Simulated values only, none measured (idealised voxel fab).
Process module in this document: voxel ribs on slabs
The cross-section shown here is cut; it is 260 nm wide and divided into square cells measuring 5 nm on a side.
For the purposes of this document, a cross-section shall be understood as a grid of square cells, specified as bands listed in top-to-bottom order, each band consisting of one or more rows of cells.
For a band, the entry starts with two heights in nm, that of the top and then that of the bottom, and carries on with the band's materials in order from left to right, each alongside its width in nm; the word "all across" beside a single material means it fills the band edge to edge, and "empty" means empty space.
Heights are reckoned from 0. Under this level, the received wafer is all of one material. The bottommost band is open-ended downward, for example "0 down".
Graded width ("30->40"): value in top row of band = first number; value in bottom row = second number; row-to-row change constant.
Given "stayed the same" for a step, no cell of the cross-section differs between before and after that step.
Entry "Enclosed empty spaces". Content: empty spaces with no open connection to the top, size 8 cells or greater. Each: width x height at distance. Distance: from left edge. Unit: nm.
Note: text after step settings on the step line = simulator remark on that step.
You can add "overlay nm" to a step's line. For a step with a mask, it describes how far the mask lay to the right of its planned position, and a negative number describes a lay to the left.
-- The steps planned for the process are as follows
1,RECEIVE: material Si
2,DIRECTIONAL_DEP: material SiO2, thk nm 30
3,DIRECTIONAL_DEP: material SiN, thk nm 15
4,PATTERN: tone cover, mask id RIB, material resist, width nm 20, thk nm 15, overlay nm 0
5,DIRECTIONAL_ETCH: etch materials SiN, depth nm 10
6,STRIP: etch materials resist
7,PATTERN: tone cover, mask id SLAB, material resist, width nm 50, thk nm 20, overlay nm 0
8,DIRECTIONAL_ETCH: etch materials SiN, depth nm 5
9,STRIP: etch materials resist
10,FILL_DEP: material SiO2, thk nm 20
11,CMP: height nm 60
12,DIRECTIONAL_DEP: material W, thk nm 5
13,PATTERN: tone cover, mask id HEATER, material resist, width nm 30, thk nm 20, overlay nm 0
14,DIRECTIONAL_ETCH: etch materials W, depth nm 5
15,STRIP: etch materials resist
16,CONFORMAL_DEP: material SiN, thk nm 10
-- The following pertains to the first of two wafers, which was processed as planned
-- Step 1 complete: cross-section of the wafer as received
* 0 down = Si all across
* Enclosed empty spaces: none
-- Cross-section through the wafer, step 2 finished
* 30 to 0 = SiO2 all across
* Below a height of 0, the structure has not been altered.
-- Cross-section through the wafer, step 3 finished
* 45 to 30 = SiN all across
* Below a height of 30, the structure has not been altered.
-- Cross-section through the wafer, step 4 finished
* 60 to 45 = 120 empty | 20 resist | 120 empty
* Below a height of 45, the structure has not been altered.
-- Cross-section through the wafer, step 5 finished
* 60 to 45 = 120 empty | 20 resist | 120 empty
* 45 to 35 = 120 empty | 20 SiN | 120 empty
* Below a height of 35, the structure has not been altered.
-- Cross-section through the wafer, step 6 finished
* 45 to 35 = 120 empty | 20 SiN | 120 empty
* Below a height of 35, the structure has not been altered.
-- Cross-section through the wafer, step 7 finished
* 65 to 45 = 105 empty | 50 resist | 105 empty
* 45 to 35 = 105 empty | 15 resist | 20 SiN | 15 resist | 105 empty
* Below a height of 35, the structure has not been altered.
-- Cross-section through the wafer, step 8 finished
* 65 to 45 = 105 empty | 50 resist | 105 empty
* 45 to 35 = 105 empty | 15 resist | 20 SiN | 15 resist | 105 empty
* 35 to 30 = 105 empty | 50 SiN | 105 empty
* Below a height of 30, the structure has not been altered.
-- Cross-section through the wafer, step 9 finished
* 45 to 35 = 120 empty | 20 SiN | 120 empty
* Below a height of 35, the structure has not been altered.
-- Cross-section through the wafer, step 10 finished
* 65 to 45 = SiO2 all across
* 45 to 35 = 120 SiO2 | 20 SiN | 120 SiO2
* 35 to 30 = 105 SiO2 | 50 SiN | 105 SiO2
* Below a height of 30, the structure has not been altered.
-- Cross-section through the wafer, step 11 finished
* 60 to 45 = SiO2 all across
* Below a height of 45, the structure has not been altered.
-- Cross-section through the wafer, step 12 finished
* 65 to 60 = W all across
* Below a height of 60, the structure has not been altered.
-- Cross-section through the wafer, step 13 finished
* 85 to 65 = 115 empty | 30 resist | 115 empty
* Below a height of 65, the structure has not been altered.
-- Cross-section through the wafer, step 14 finished
* 85 to 65 = 115 empty | 30 resist | 115 empty
* 65 to 60 = 115 empty | 30 W | 115 empty
* Below a height of 60, the structure has not been altered.
-- Cross-section through the wafer, step 15 finished
* 65 to 60 = 115 empty | 30 W | 115 empty
* Below a height of 60, the structure has not been altered.
-- Cross-section through the wafer, step 16 finished
* 75 to 70 = 105 empty | 50 SiN | 105 empty
* 70 to 65 = SiN all across
* 65 to 60 = 115 SiN | 30 W | 115 SiN
* Below a height of 60, the structure has not been altered.
-- Companion wafer, the second of two: same beginning, same intended sequence, one mistake in carrying it out; through step 1 inclusive it tracks the first exactly
-- Cross-section, second wafer, at the end time the plan gives for step 2
* 40 to 0 = SiO2 all across
* Below a height of 0, the structure has not been altered.
-- Cross-section, second wafer, at the end time the plan gives for step 3
* 55 to 40 = SiN all across
* Below a height of 40, the structure has not been altered.
-- Cross-section, second wafer, at the end time the plan gives for step 4
* 70 to 55 = 120 empty | 20 resist | 120 empty
* Below a height of 55, the structure has not been altered.
-- Cross-section, second wafer, at the end time the plan gives for step 5
* 70 to 55 = 120 empty | 20 resist | 120 empty
* 55 to 45 = 120 empty | 20 SiN | 120 empty
* Below a height of 45, the structure has not been altered.
-- Cross-section, second wafer, at the end time the plan gives for step 6
* 55 to 45 = 120 empty | 20 SiN | 120 empty
* Below a height of 45, the structure has not been altered.
-- Cross-section, second wafer, at the end time the plan gives for step 7
* 75 to 55 = 105 empty | 50 resist | 105 empty
* 55 to 45 = 105 empty | 15 resist | 20 SiN | 15 resist | 105 empty
* Below a height of 45, the structure has not been altered.
-- Cross-section, second wafer, at the end time the plan gives for step 8
* 75 to 55 = 105 empty | 50 resist | 105 empty
* 55 to 45 = 105 empty | 15 resist | 20 SiN | 15 resist | 105 empty
* 45 to 40 = 105 empty | 50 SiN | 105 empty
* Below a height of 40, the structure has not been altered.
-- Cross-section, second wafer, at the end time the plan gives for step 9
* 55 to 45 = 120 empty | 20 SiN | 120 empty
* Below a height of 45, the structure has not been altered.
-- Cross-section, second wafer, at the end time the plan gives for step 10
* 75 to 55 = SiO2 all across
* 55 to 45 = 120 SiO2 | 20 SiN | 120 SiO2
* 45 to 40 = 105 SiO2 | 50 SiN | 105 SiO2
* Below a height of 40, the structure has not been altered.
-- Cross-section, second wafer, at the end time the plan gives for step 11
* 60 to 55 = SiO2 all across
* Below a height of 55, the structure has not been altered.
-- Cross-section, second wafer, at the end time the plan gives for step 12
* 65 to 60 = W all across
* Below a height of 60, the structure has not been altered.
-- Cross-section, second wafer, at the end time the plan gives for step 13
* 85 to 65 = 115 empty | 30 resist | 115 empty
* Below a height of 65, the structure has not been altered.
-- Cross-section, second wafer, at the end time the plan gives for step 14
* 85 to 65 = 115 empty | 30 resist | 115 empty
* 65 to 60 = 115 empty | 30 W | 115 empty
* Below a height of 60, the structure has not been altered.
-- Cross-section, second wafer, at the end time the plan gives for step 15
* 65 to 60 = 115 empty | 30 W | 115 empty
* Below a height of 60, the structure has not been altered.
-- Cross-section, second wafer, at the end time the plan gives for step 16
* 75 to 70 = 105 empty | 50 SiN | 105 empty
* 70 to 65 = SiN all across
* 65 to 60 = 115 SiN | 30 W | 115 SiN
* Below a height of 60, the structure has not been altered.
What went wrong in running the wafer? step 2 ran differently from the plan; actual operation with settings: DIRECTIONAL_DEP: material SiO2, thk nm 40
At the end, the second wafer has the same number of cells of each material as the first, but those cells sit in other places.
